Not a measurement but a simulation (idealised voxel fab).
Title: Process Module voxel wiring stack
Cross-sectional view cut (width: 195 nm; square cell size: 5 nm).
A cross-section is written here as square cells arranged in a grid, and it is given in bands from the top down, each band taking up one or more rows of cells. Band: top and bottom heights (nm) first, top before bottom; then materials from left to right, widths in nm. "all across" marks a sole material filling the band edge to edge. "air" denotes empty space. Convention: height 0 is the level below which the wafer, as received, is all one material. The lowest band does not terminate at the bottom but continues downward, represented as "0 nm and below". The expression "30..40" gives the width at the extremes of the band, the first number at its top row of cells and the second at its bottom row, with the width changing by equal amounts from each row to the next in between. Any step labelled "nothing changed" changed none of the cells in the cross-section. What "Sealed internal voids" gives you is every empty space of 8 cells or more that is cut off from the top. Each appears as width x height at distance, with the distance taken from the left edge and width, height and distance all in nm. On a step's line, text after the settings is the simulator commenting on that step. When a step includes a mask, the "overlay nm" setting on its line states how far to the right of its planned place that mask lay, and negative values state how far to the left.
## Listed below are the process steps as planned
1: RECEIVE,material Si
2: CONFORMAL_DEP,material SiO2,thk nm 15
3: CONFORMAL_DEP,material SiCN,thk nm 5
4: DIRECTIONAL_DEP,material lowk,thk nm 20
5: MASKED_ETCH,tone open,mask id METAL_1,width nm 25,pitch nm 40,etch materials lowk,depth nm 20,overlay nm 0
6: MASKED_ETCH,tone open,mask id METAL_1,width nm 25,pitch nm 40,etch materials SiCN,depth nm 5,overlay nm 0
7: CONFORMAL_DEP,material TiN,thk nm 5
8: FILL_DEP,material Cu,thk nm 10
9: CMP,height nm 40
10: EPI,material Ru,thk nm 5
11: FILL_DEP,material SiCN,thk nm 5
12: DIRECTIONAL_DEP,material lowk,thk nm 25
13: DIRECTIONAL_DEP,material aC,thk nm 15
14: PATTERN,tone open,mask id METAL_2,material resist,width nm 25,pitch nm 40,thk nm 35,overlay nm 0
15: DIRECTIONAL_ETCH,etch materials aC,depth nm 15
16: STRIP,etch materials resist
17: DIRECTIONAL_ETCH,etch materials lowk,depth nm 15
18: STRIP,etch materials aC
19: PATTERN,tone open,mask id METAL_2_HOLES,material resist,width nm 15,pitch nm 40,thk nm 20,overlay nm 0
20: DIRECTIONAL_ETCH,etch materials lowk,depth nm 10
21: DIRECTIONAL_ETCH,etch materials SiCN,depth nm 5
22: STRIP,etch materials resist
23: CONFORMAL_DEP,material TiN,thk nm 5
24: FILL_DEP,material Cu,thk nm 10
25: CMP,height nm 75
26: CONFORMAL_DEP,material SiCN,thk nm 5
## Cross-sectional view of the wafer in its as-received condition, corresponding to the state after step 1
* 0 nm and below | Si all across
* Sealed internal voids: none
## End-of-module cross-section. Starting structure and process plan as above; one mistake made in running it
* 80 nm to 75 nm | SiCN all across
* 75 nm to 65 nm | 65 nm lowk, 5 nm TiN, 15 nm Cu, 5 nm TiN, 15 nm lowk, 5 nm TiN, 15 nm Cu, 5 nm TiN, 65 nm lowk
* 65 nm to 60 nm | 65 nm lowk, 5 nm TiN, 5 nm Cu, 15 nm TiN, 15 nm lowk, 5 nm TiN, 5 nm Cu, 15 nm TiN, 65 nm lowk
* 60 nm to 50 nm | 65 nm lowk, 5 nm TiN, 5 nm Cu, 5 nm TiN, 25 nm lowk, 5 nm TiN, 5 nm Cu, 5 nm TiN, 75 nm lowk
* 50 nm to 45 nm | 65 nm SiCN, 15 nm TiN, 25 nm SiCN, 15 nm TiN, 75 nm SiCN
* 45 nm to 40 nm | 60 nm SiCN, 35 nm Ru, 5 nm SiCN, 35 nm Ru, 60 nm SiCN
* 40 nm to 25 nm | 65 nm lowk, 5 nm TiN, 15 nm Cu, 5 nm TiN, 15 nm lowk, 5 nm TiN, 15 nm Cu, 5 nm TiN, 65 nm lowk
* 25 nm to 20 nm | 65 nm lowk, 25 nm TiN, 15 nm lowk, 25 nm TiN, 65 nm lowk
* 20 nm to 0 nm | SiO2 all across
* 0 nm and below | Si all across
* Sealed internal voids: none
Where did the run depart from the plan? it should be noted that step 3 was executed with settings other than those planned, the operation and settings actually applied being CONFORMAL_DEP,material SiO2,thk nm 5
